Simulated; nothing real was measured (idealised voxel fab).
Process module under the name voxel trench capacitor
We display cut, a cross-section 285 nm in width whose square cells are each 5 nm.
Think of the cross-section as a grid of square cells. We describe it in bands, top to bottom, and each band covers one or more rows of those cells. Band: top height; bottom height; in nm. Then, left to right: material with width in nm, for each material. "throughout": a single material spanning edge to edge. "air": empty space. A quick word on heights: they are counted from 0, and under that level the wafer as it came to us is one material throughout. The lowest band is different from the rest in having no bottom; it simply continues downward, written as in "0 nm and below". Width: "30 to 40" (first number = top row, second number = bottom row, same change from row to row of cells). The designation "remains unaltered", where it is given for a processing step, indicates that no cell of the cross-section was altered in the course of that step. The list in "Voids, enclosed" covers empty spaces of 8 cells or more that cannot reach the top through any open way, and it gives each as width x height at distance; the distance is from the left edge, and width, height and distance are in nm. On each step's line, the part that comes after the settings is the simulator's own comment on the step. overlay nm: how far to the right of its planned place the mask lay on this masked step (negative: to the left).

-- The steps planned for the process are as follows
| 1 | RECEIVE | material Si |
| 2 | CONFORMAL_DEP | material SiN | thk nm 5 |
| 3 | DIRECTIONAL_DEP | material aC | thk nm 10 |
| 4 | PATTERN | tone open | mask id TRENCH | material resist | width nm 25 | pitch nm 40 | thk nm 30 | overlay nm 0 |
| 5 | DIRECTIONAL_ETCH | etch materials aC | depth nm 10 |
| 6 | STRIP | etch materials resist |
| 7 | DIRECTIONAL_ETCH | etch materials SiN | depth nm 5 |
| 8 | DIRECTIONAL_ETCH | etch materials Si | depth nm 40 |
| 9 | STRIP | etch materials aC |
| 10 | CONFORMAL_DEP | material Al2O3 | thk nm 5 |
| 11 | CONFORMAL_DEP | material TiN | thk nm 5 |
| 12 | FILL_DEP | material W | thk nm 10 |
| 13 | CMP | height nm 5 |

-- Step 1 complete: cross-section of the wafer as received
> 0 nm and below: Si throughout
> Voids, enclosed: none

-- a wafer at the end: this start, this plan, one mistake
> 5 nm to 0 nm: SiN (110), TiN (5), Al2O3 (5), W (5), Al2O3 (5), TiN (5), SiN (15), TiN (5), Al2O3 (5), W (5), Al2O3 (5), TiN (5), SiN (110)
> 0 nm to -30 nm: Si (110), TiN (5), Al2O3 (5), W (5), Al2O3 (5), TiN (5), Si (15), TiN (5), Al2O3 (5), W (5), Al2O3 (5), TiN (5), Si (110)
> -30 nm to -35 nm: Si (110), TiN (5), Al2O3 (15), TiN (5), Si (15), TiN (5), Al2O3 (15), TiN (5), Si (110)
> -35 nm to -40 nm: Si (110), TiN (25), Si (15), TiN (25), Si (110)
> -40 nm and below: Si throughout
> Voids, enclosed: none
Deviation noted in wafer processing: deviation from plan: step 11 and step 10 executed in one another's positions
